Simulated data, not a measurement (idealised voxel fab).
The process module that follows is named voxel gate over fins.
Square cells of 5 nm make up the cross-section cut, whose width is 165 nm.
How to read a cross-section here: the picture is a grid of square cells, written as bands going from the top down, and any band can span one or more rows of cells. Band: top height; bottom height; in nm. Then, left to right: material with width in nm, for each material. "throughout": a single material spanning edge to edge. "air": empty space. Ref level 0: as-received wafer is one material below here. Bottom band extends down with no lower bound ("0 -> down"). When a width is written as two numbers, as in "30->40", the first number is the width in the top row of cells of the band and the second is the width in its bottom row, and the width changes by the same amount from each row to the next. The designation "no modifications", where it is given for a processing step, indicates that no cell of the cross-section was altered in the course of that step. Entry "Encapsulated voids" = empty spaces >= 8 cells with no open way to the top; each as width x height at distance, distance from left edge, all nm. On a step's line, text after the settings is the simulator commenting on that step. Each step line may optionally specify "overlay nm", which for a step with a mask gives the rightward distance between the mask's planned place and where it lay, a negative value indicating the leftward direction.
**These are the steps we planned for the process**
1 RECEIVE,material Si
2 CONFORMAL_DEP,material SiN,thk nm 5
3 MASKED_ETCH,tone cover,mask id FINS,width nm 15,pitch nm 40,etch materials SiN,depth nm 5,overlay nm 0
4 MASKED_ETCH,tone cover,mask id FINS,width nm 15,pitch nm 40,etch materials Si,depth nm 30,overlay nm -15
5 OXIDIZE,depth nm 5
6 FILL_DEP,material SiO2,thk nm 10
7 CMP,height nm 5
8 SELECTIVE_ETCH,etch materials SiO2,depth nm 15
9 STRIP,etch materials SiN
10 CONFORMAL_DEP,material HfO2,thk nm 5
11 CONFORMAL_DEP,material TiN,thk nm 5
12 CONFORMAL_DEP,material TiAl,thk nm 5
13 CONFORMAL_DEP,material TiN,thk nm 5
14 FILL_DEP,material W,thk nm 10
15 CMP,height nm 25
16 CONFORMAL_DEP,material SiN,thk nm 10
The value of overlay nm given for step 4 in the plan refers to the first wafer; the wafers vary in this setting and are alike at the start.
**Cross-section, first of several wafers, as delivered after step 1**
	0 -> down = Si throughout
	Encapsulated voids: none
**Per wafer (row), end of module: delta in cells per material since receipt, (+) for gained, (-) for lost; closed voids after that**
overlay nm -15 | +45 HfO2 | -156 Si | +66 SiN | +105 SiO2 | +41 TiAl | +84 TiN | +46 W | Encapsulated voids: none
overlay nm -10 | +45 HfO2 | -174 Si | +66 SiN | +120 SiO2 | +43 TiAl | +84 TiN | +47 W | Encapsulated voids: none
overlay nm -5 | +45 HfO2 | -192 Si | +66 SiN | +135 SiO2 | +45 TiAl | +84 TiN | +48 W | Encapsulated voids: none
overlay nm 0 | +45 HfO2 | -210 Si | +66 SiN | +150 SiO2 | +45 TiAl | +86 TiN | +49 W | Encapsulated voids: none
overlay nm 5 | +45 HfO2 | -192 Si | +66 SiN | +135 SiO2 | +45 TiAl | +84 TiN | +48 W | Encapsulated voids: none
overlay nm 10 | +45 HfO2 | -174 Si | +66 SiN | +120 SiO2 | +43 TiAl | +84 TiN | +47 W | Encapsulated voids: none
overlay nm 15 | +45 HfO2 | -156 Si | +66 SiN | +105 SiO2 | +41 TiAl | +84 TiN | +46 W | Encapsulated voids: none
